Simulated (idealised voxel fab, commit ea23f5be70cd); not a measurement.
Name of the process module below: voxel released beams
This is section cut - it's 280 nm across, gridded in 5 nm square cells.
Each cross-section below is a grid of square cells, stated as bands in top-down order, with one or more rows of cells making up each band.
Band: top and bottom heights (nm) first, top before bottom; then materials from left to right, widths in nm. "everywhere" marks a sole material filling the band edge to edge. "air" denotes empty space.
Below 0: as-received wafer, all one material; heights counted from there. Lowest band: no bottom, goes on down, written "0 nm and below".
The two numbers in a width such as "30 to 40" mark its ends across the band: the first belongs to the top row of cells, the second to the bottom row, and from each row to the next the width moves by the same amount.
The cross-section has no changed cell in any step marked "nothing got changed".
Heads up: "Cavities, closed" only lists the empty pockets with no open path to the top that are 8 cells or more, and it writes them as width x height at distance, distance from the left edge, in nm.
On each step's line, the part that comes after the settings is the simulator's own comment on the step.
A step's line can hold "overlay nm"; with a mask on that step, the setting says how far right of the planned place the mask lay, while a negative setting says it lay to the left.

-- Listed below are the process steps as planned
- 1: RECEIVE,material Si
- 2: CONFORMAL_DEP,material Al2O3,thk nm 5
- 3: DIRECTIONAL_DEP,material SiO2,thk nm 10
- 4: DIRECTIONAL_DEP,material aC,thk nm 10
- 5: PATTERN,tone open,mask id ANCHOR,material resist,width nm 40,thk nm 25,overlay nm 0
- 6: DIRECTIONAL_ETCH,etch materials aC,depth nm 10
- 7: STRIP,etch materials resist
- 8: DIRECTIONAL_ETCH,etch materials SiO2,depth nm 10
- 9: STRIP,etch materials aC
- 10: CONFORMAL_DEP,material SiN,thk nm 15
- 11: MASKED_ETCH,tone cover,mask id BEAM,width nm 85,etch materials SiN,depth nm 15,overlay nm 0
- 12: STRIP,etch materials SiO2

-- First of the two wafers, run per plan

-- As-received state of the wafer in cross-section, equivalent to post-step 1
    0 nm and below: Si everywhere
    Cavities, closed: none

-- So this is the wafer cross-section right after step 2
    5 nm to 0 nm: Al2O3 everywhere
    Below 0, no change.

-- So this is the wafer cross-section right after step 3
    15 nm to 5 nm: SiO2 everywhere
    Below 5, no change.

-- So this is the wafer cross-section right after step 4
    25 nm to 15 nm: aC everywhere
    Below 15, no change.

-- So this is the wafer cross-section right after step 5
    50 nm to 25 nm: resist 100 nm  air 40 nm  resist 140 nm
    Below 25, no change.

-- So this is the wafer cross-section right after step 6
    40 nm to 25 nm: resist 100 nm  air 40 nm  resist 140 nm
    25 nm to 15 nm: aC 100 nm  air 40 nm  aC 140 nm
    Below 15, no change.

-- So this is the wafer cross-section right after step 7
    25 nm to 15 nm: aC 100 nm  air 40 nm  aC 140 nm
    Below 15, no change.

-- So this is the wafer cross-section right after step 8
    25 nm to 15 nm: aC 100 nm  air 40 nm  aC 140 nm
    15 nm to 5 nm: SiO2 100 nm  air 40 nm  SiO2 140 nm
    Below 5, no change.

-- So this is the wafer cross-section right after step 9
    15 nm to 5 nm: SiO2 100 nm  air 40 nm  SiO2 140 nm
    Below 5, no change.

-- So this is the wafer cross-section right after step 10
    30 nm to 20 nm: SiN 115 nm  air 10 nm  SiN 155 nm
    20 nm to 15 nm: SiN everywhere
    15 nm to 5 nm: SiO2 100 nm  SiN 40 nm  SiO2 140 nm
    Below 5, no change.

-- So this is the wafer cross-section right after step 11
    30 nm to 20 nm: air 95 nm  SiN 20 nm  air 10 nm  SiN 55 nm  air 100 nm
    20 nm to 15 nm: air 95 nm  SiN 85 nm  air 100 nm
    Below 15, no change.

-- So this is the wafer cross-section right after step 12
    30 nm to 20 nm: air 95 nm  SiN 20 nm  air 10 nm  SiN 55 nm  air 100 nm
    20 nm to 15 nm: air 95 nm  SiN 85 nm  air 100 nm
    15 nm to 5 nm: air 100 nm  SiN 40 nm  air 140 nm
    Below 5, no change.

-- The second wafer began exactly as the first did and followed the same plan, but one mistake was made while running it; through step 1 inclusive, the two wafers are identical

-- when step 2 should have ended
    5 nm to 0 nm: SiN everywhere
    Below 0, no change.

-- when step 3 should have ended
    15 nm to 5 nm: SiO2 everywhere
    Below 5, no change.

-- when step 4 should have ended
    25 nm to 15 nm: aC everywhere
    Below 15, no change.

-- when step 5 should have ended
    50 nm to 25 nm: resist 100 nm  air 40 nm  resist 140 nm
    Below 25, no change.

-- when step 6 should have ended
    40 nm to 25 nm: resist 100 nm  air 40 nm  resist 140 nm
    25 nm to 15 nm: aC 100 nm  air 40 nm  aC 140 nm
    Below 15, no change.

-- when step 7 should have ended
    25 nm to 15 nm: aC 100 nm  air 40 nm  aC 140 nm
    Below 15, no change.

-- when step 8 should have ended
    25 nm to 15 nm: aC 100 nm  air 40 nm  aC 140 nm
    15 nm to 5 nm: SiO2 100 nm  air 40 nm  SiO2 140 nm
    Below 5, no change.

-- when step 9 should have ended
    15 nm to 5 nm: SiO2 100 nm  air 40 nm  SiO2 140 nm
    Below 5, no change.

-- when step 10 should have ended
    30 nm to 20 nm: SiN 115 nm  air 10 nm  SiN 155 nm
    20 nm to 15 nm: SiN everywhere
    15 nm to 5 nm: SiO2 100 nm  SiN 40 nm  SiO2 140 nm
    Below 5, no change.

-- when step 11 should have ended
    30 nm to 20 nm: air 95 nm  SiN 20 nm  air 10 nm  SiN 55 nm  air 100 nm
    20 nm to 15 nm: air 95 nm  SiN 85 nm  air 100 nm
    Below 15, no change.

-- when step 12 should have ended
    30 nm to 20 nm: air 95 nm  SiN 20 nm  air 10 nm  SiN 55 nm  air 100 nm
    20 nm to 15 nm: air 95 nm  SiN 85 nm  air 100 nm
    15 nm to 5 nm: air 100 nm  SiN 40 nm  air 140 nm
    Below 5, no change.
In executing the process, a mistake was made relative to the plan: step 2 did not use the planned setting and instead ran as CONFORMAL_DEP,material SiN,thk nm 5
The second wafer ends with more or fewer cells of some materials than the first, per final count: 56 fewer of Al2O3; 56 more of SiN
